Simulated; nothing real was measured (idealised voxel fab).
process module | voxel local oxidation
cross-section cut | 185 nm wide | cells 5 nm
A cross-section is a grid of square cells, given in bands from the top down. A band is one or more rows of cells.
Each band's line starts with the height of the band's top and of its bottom, in nm. Then come its materials from left to right, each with its width in nm. One material with "throughout" fills the band from edge to edge. "air" is empty space.
Height 0 is the level under which the wafer as received is all one material. The lowest band goes on downwards, as in "0 down".
A width such as "30 to 40" changes by the same amount from each row of cells to the next, from the band's top row to its bottom row.
"no change" after a step means that no cell of the cross-section changed.
closed voids: empty space of 8 cells or more with no open way to the top, each as width x height at its distance from the left edge, in nm
after a step's settings: what the simulator itself notes on the step
overlay nm, on a step with a mask: how far to the right of its planned place the mask lay; to the left if negative
plan
1 op RECEIVE | material Si
2 op OXIDIZE | depth nm 5
3 op CONFORMAL_DEP | material SiN | thk nm 15
4 op PATTERN | tone cover | mask id ACTIVE | material resist | width nm 95 | thk nm 20 | overlay nm 0
5 op DIRECTIONAL_ETCH | etch materials SiN | depth nm 15
6 op STRIP | etch materials resist
7 op SELECTIVE_ETCH | etch materials SiO2 | depth nm 5
8 op OXIDIZE | depth nm 10
9 op STRIP | etch materials SiN
varied across the wafers: width nm of step 4. The plan shows the first wafer's value. All wafers start alike
first wafer as received, after step 1
  0 down: Si throughout
  closed voids: none
first wafer at the end, after step 9
  0 to -5: air 50 | SiO2 85 | air 50
  -5 to -15: SiO2 60 | Si 65 | SiO2 60
  -15 down: Si throughout
  closed voids: none
last wafer at the end
  0 to -5: air 40 | SiO2 110 | air 35
  -5 to -15: SiO2 50 | Si 90 | SiO2 45
  -15 down: Si throughout
  closed voids: none
each wafer at the end: cells of each material gained (+) or lost (-) since it was received, then its closed voids
width nm 95 | -85 Si | +65 SiO2 | closed voids: none
width nm 100 | -83 Si | +64 SiO2 | closed voids: none
width nm 105 | -81 Si | +63 SiO2 | closed voids: none
width nm 110 | -79 Si | +62 SiO2 | closed voids: none
width nm 115 | -77 Si | +61 SiO2 | closed voids: none
width nm 120 | -75 Si | +60 SiO2 | closed voids: none
